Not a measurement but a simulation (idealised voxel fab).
process module | voxel released beams
cross-section cut | 180 nm wide | cells 5 nm
A cross-section is a grid of square cells, given in bands from the top down. A band is one or more rows of cells.
Each band's line starts with the height of the band's top and of its bottom, in nm. Then come its materials from left to right, each with its width in nm. One material with "throughout" fills the band from edge to edge. "air" is empty space.
Height 0 is the level under which the wafer as received is all one material. The lowest band goes on downwards, as in "0 down".
A width such as "30 to 40" changes by the same amount from each row of cells to the next, from the band's top row to its bottom row.
"no change" after a step means that no cell of the cross-section changed.
closed voids: empty space of 8 cells or more with no open way to the top, each as width x height at its distance from the left edge, in nm
after a step's settings: what the simulator itself notes on the step
overlay nm, on a step with a mask: how far to the right of its planned place the mask lay; to the left if negative
plan
1 op RECEIVE | material Si
2 op CONFORMAL_DEP | material SiN | thk nm 5
3 op DIRECTIONAL_DEP | material SiO2 | thk nm 10
4 op DIRECTIONAL_DEP | material aC | thk nm 15
5 op PATTERN | tone open | mask id ANCHOR | material resist | width nm 40 | thk nm 35 | overlay nm 0
6 op DIRECTIONAL_ETCH | etch materials aC | depth nm 15
7 op STRIP | etch materials resist
8 op DIRECTIONAL_ETCH | etch materials SiO2 | depth nm 10
9 op STRIP | etch materials aC
10 op CONFORMAL_DEP | material W | thk nm 15
11 op DIRECTIONAL_DEP | material aC | thk nm 10
12 op PATTERN | tone cover | mask id BEAM | material resist | width nm 100 | thk nm 25 | overlay nm 0
13 op DIRECTIONAL_ETCH | etch materials aC | depth nm 10
14 op STRIP | etch materials resist
15 op DIRECTIONAL_ETCH | etch materials W | depth nm 15
16 op STRIP | etch materials aC
17 op STRIP | etch materials SiO2
as received, after step 1
  0 down: Si throughout
  closed voids: none
a wafer at the end: this start, this plan, one mistake
  30 to 20: air 35 | W 20 | air 10 | W 70 | air 45
  20 to 15: air 35 | W 100 | air 45
  15 to 5: air 40 | W 40 | air 100
  5 to 0: W throughout
  0 down: Si throughout
  closed voids: none
what went wrong: step 2 ran as: op CONFORMAL_DEP | material W | thk nm 5
